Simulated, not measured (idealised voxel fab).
process module | voxel quadruple lines
cross-section cut | 220 nm wide | cells 5 nm
A cross-section is a grid of square cells, given in bands from the top down. A band is one or more rows of cells.
Each band's line starts with the height of the band's top and of its bottom, in nm. Then come its materials from left to right, each with its width in nm. One material with "throughout" fills the band from edge to edge. "air" is empty space.
Height 0 is the level under which the wafer as received is all one material. The lowest band goes on downwards, as in "0 down".
A width such as "30 to 40" changes by the same amount from each row of cells to the next, from the band's top row to its bottom row.
"no change" after a step means that no cell of the cross-section changed.
closed voids: empty space of 8 cells or more with no open way to the top, each as width x height at its distance from the left edge, in nm
after a step's settings: what the simulator itself notes on the step
overlay nm, on a step with a mask: how far to the right of its planned place the mask lay; to the left if negative
plan
1 op RECEIVE | material Si
2 op CONFORMAL_DEP | material SiO2 | thk nm 10
3 op DIRECTIONAL_DEP | material W | thk nm 15
4 op DIRECTIONAL_DEP | material polySi | thk nm 20
5 op DIRECTIONAL_DEP | material aC | thk nm 25
6 op PATTERN | tone cover | mask id MANDREL | material resist | width nm 35 | pitch nm 100 | thk nm 35 | overlay nm 0
7 op DIRECTIONAL_ETCH | etch materials aC | depth nm 25
8 op STRIP | etch materials resist
9 op CONFORMAL_DEP | material SiO2 | thk nm 15
10 op DIRECTIONAL_ETCH | etch materials SiO2 | depth nm 15
11 op STRIP | etch materials aC
12 op DIRECTIONAL_ETCH | etch materials polySi | depth nm 20
13 op STRIP | etch materials SiO2
14 op CONFORMAL_DEP | material SiCN | thk nm 10
15 op DIRECTIONAL_ETCH | etch materials SiCN | depth nm 10
16 op STRIP | etch materials polySi
17 op DIRECTIONAL_ETCH | etch materials W | depth nm 15
18 op STRIP | etch materials SiCN
19 op FILL_DEP | material SiO2 | thk nm 5
20 op CMP | height nm 25
as received, after step 1
  0 down: Si throughout
  closed voids: none
first wafer at the end, as planned
  25 to 10: SiO2 15 | W 10 | SiO2 15 | W 10 | SiO2 15 | W 10 | SiO2 15 | W 10 | SiO2 15 | W 10 | SiO2 15 | W 10 | SiO2 15 | W 10 | SiO2 15 | W 10 | SiO2 20
  10 to 0: SiO2 throughout
  0 down: Si throughout
  closed voids: none
second wafer at the end: like start, like plan, one mistake
  25 to 20: SiO2 throughout
  20 to 5: SiO2 15 | W 10 | SiO2 15 | W 10 | SiO2 15 | W 10 | SiO2 15 | W 10 | SiO2 15 | W 10 | SiO2 15 | W 10 | SiO2 15 | W 10 | SiO2 15 | W 10 | SiO2 20
  5 to 0: SiO2 throughout
  0 down: Si throughout
  closed voids: none
what went wrong: step 2 ran as: op CONFORMAL_DEP | material SiO2 | thk nm 5
at the end the second wafer has, in cells: as many of each material as the first, in other places
